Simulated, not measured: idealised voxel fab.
Proc. module: voxel capacitor over wiring
The cross-section on display is named cut; it measures 195 nm wide, and its cells are 5 nm squares.
For the purposes of this document, a cross-section shall be understood as a grid of square cells, specified as bands listed in top-to-bottom order, each band consisting of one or more rows of cells. Per band: top height and bottom height in nm, followed by the left-to-right materials and their widths in nm; "throughout" marks a single material spanning edge to edge, "air" marks empty space. The reference from which all heights are counted is 0, the level beneath which the as-received wafer is entirely one material; the lowest band, having no lower bound, proceeds downward and is written after the example "0 nm and below". The width entry "30..40" should be interpreted row by row: the top row of cells in the band takes the first number, the bottom row takes the second number, and the change between adjacent rows is uniform throughout. Where the words "nothing different" appear for a step, the cross-section shows no cell changed by that step; every cell remained as before. "Closed internal voids": empty spaces of 8 cells or more with no open way to the top, each given as width x height at distance, distance from the left edge, all in nm. Step line, after settings: the simulator's comment on this step. What "overlay nm" on a step's line means: if the step has a mask, that mask lay this far to the right of its planned place, or, when the value is negative, to the left.

-- This section lists the process steps that were planned
1 RECEIVE [material Si]
2 CONFORMAL_DEP [material SiO2] [thk nm 15]
3 CONFORMAL_DEP [material SiN] [thk nm 5]
4 DIRECTIONAL_DEP [material SiO2] [thk nm 20]
5 DIRECTIONAL_DEP [material aC] [thk nm 15]
6 PATTERN [tone open] [mask id METAL_1] [material resist] [width nm 25] [pitch nm 75] [thk nm 35] [overlay nm 0]
7 DIRECTIONAL_ETCH [etch materials aC] [depth nm 15]
8 STRIP [etch materials resist]
9 DIRECTIONAL_ETCH [etch materials SiO2] [depth nm 20]
10 DIRECTIONAL_ETCH [etch materials SiN] [depth nm 5]
11 STRIP [etch materials aC]
12 CONFORMAL_DEP [material TiN] [thk nm 5]
13 FILL_DEP [material Ru] [thk nm 5]
14 CMP [height nm 40]
15 CONFORMAL_DEP [material SiCN] [thk nm 5]
16 DIRECTIONAL_DEP [material lowk] [thk nm 10]
17 MASKED_ETCH [tone open] [mask id PLUG_1] [width nm 15] [etch materials lowk] [depth nm 10] [overlay nm 0]
18 MASKED_ETCH [tone open] [mask id PLUG_1] [width nm 15] [etch materials SiCN] [depth nm 5] [overlay nm 0]
19 EPI [material Ru] [thk nm 10]
20 EPI [material Ru] [thk nm 5]
21 DIRECTIONAL_DEP [material TiN] [thk nm 10]
22 DIRECTIONAL_DEP [material HfO2] [thk nm 5]
23 DIRECTIONAL_DEP [material TiN] [thk nm 10]
24 PATTERN [tone cover] [mask id UPPER_PLATE] [material resist] [width nm 55] [thk nm 15] [overlay nm 0]
25 DIRECTIONAL_ETCH [etch materials TiN] [depth nm 10]
26 DIRECTIONAL_ETCH [etch materials HfO2] [depth nm 5]
27 STRIP [etch materials resist]
28 PATTERN [tone cover] [mask id LOWER_PLATE] [material resist] [width nm 65] [thk nm 15] [overlay nm 0]
29 DIRECTIONAL_ETCH [etch materials TiN] [depth nm 10]
30 STRIP [etch materials resist]
31 FILL_DEP [material SiO2] [thk nm 20]
32 CMP [height nm 95]
33 PATTERN [tone open] [mask id PLUG_2] [material resist] [width nm 15] [thk nm 20] [overlay nm 0]
34 DIRECTIONAL_ETCH [etch materials SiO2] [depth nm 15]
35 STRIP [etch materials resist]
36 CONFORMAL_DEP [material TiN] [thk nm 5]
37 FILL_DEP [material Ru] [thk nm 5]
38 CMP [height nm 95]
39 CONFORMAL_DEP [material SiCN] [thk nm 5]

-- Wafer cross-section on receipt, i.e. after step 1
0 nm and below = Si throughout
Closed internal voids: none

-- Run as planned - first of the two wafers cross-sectioned at the end of the module
100 nm to 95 nm = SiCN throughout
95 nm to 85 nm = 65 nm SiO2 / 5 nm TiN / 5 nm Ru / 5 nm TiN / 115 nm SiO2
85 nm to 80 nm = 65 nm SiO2 / 15 nm TiN / 115 nm SiO2
80 nm to 70 nm = 55 nm SiO2 / 55 nm TiN / 85 nm SiO2
70 nm to 65 nm = 55 nm SiO2 / 55 nm HfO2 / 85 nm SiO2
65 nm to 55 nm = 50 nm SiO2 / 65 nm TiN / 80 nm SiO2
55 nm to 45 nm = 55 nm lowk / 15 nm Ru / 125 nm lowk
45 nm to 40 nm = 55 nm SiCN / 15 nm Ru / 125 nm SiCN
40 nm to 20 nm = 45 nm SiO2 / 5 nm TiN / 15 nm Ru / 5 nm TiN / 50 nm SiO2 / 5 nm TiN / 15 nm Ru / 5 nm TiN / 50 nm SiO2
20 nm to 15 nm = 45 nm SiN / 25 nm TiN / 50 nm SiN / 25 nm TiN / 50 nm SiN
15 nm to 0 nm = SiO2 throughout
0 nm and below = Si throughout
Closed internal voids: none

-- Module end: cross-section of wafer two of two. Same start and process plan as the first wafer. One mistake during execution
100 nm to 95 nm = SiCN throughout
95 nm to 85 nm = 60 nm SiO2 / 5 nm TiN / 15 nm Ru / 5 nm TiN / 110 nm SiO2
85 nm to 80 nm = 60 nm SiO2 / 25 nm TiN / 110 nm SiO2
80 nm to 70 nm = 55 nm SiO2 / 55 nm TiN / 85 nm SiO2
70 nm to 65 nm = 55 nm SiO2 / 55 nm HfO2 / 85 nm SiO2
65 nm to 55 nm = 50 nm SiO2 / 65 nm TiN / 80 nm SiO2
55 nm to 45 nm = 55 nm lowk / 15 nm Ru / 125 nm lowk
45 nm to 40 nm = 55 nm SiCN / 15 nm Ru / 125 nm SiCN
40 nm to 20 nm = 45 nm SiO2 / 5 nm TiN / 15 nm Ru / 5 nm TiN / 50 nm SiO2 / 5 nm TiN / 15 nm Ru / 5 nm TiN / 50 nm SiO2
20 nm to 15 nm = 45 nm SiN / 25 nm TiN / 50 nm SiN / 25 nm TiN / 50 nm SiN
15 nm to 0 nm = SiO2 throughout
0 nm and below = Si throughout
Closed internal voids: none
The plan and the run diverged here: step 33 did not happen as planned, as run it was PATTERN [tone open] [mask id PLUG_2] [material resist] [width nm 25] [thk nm 20] [overlay nm 0]
Heads up, by the end the second wafer has more or fewer cells of some materials compared to the first: +4 Ru; -6 SiO2; +2 TiN
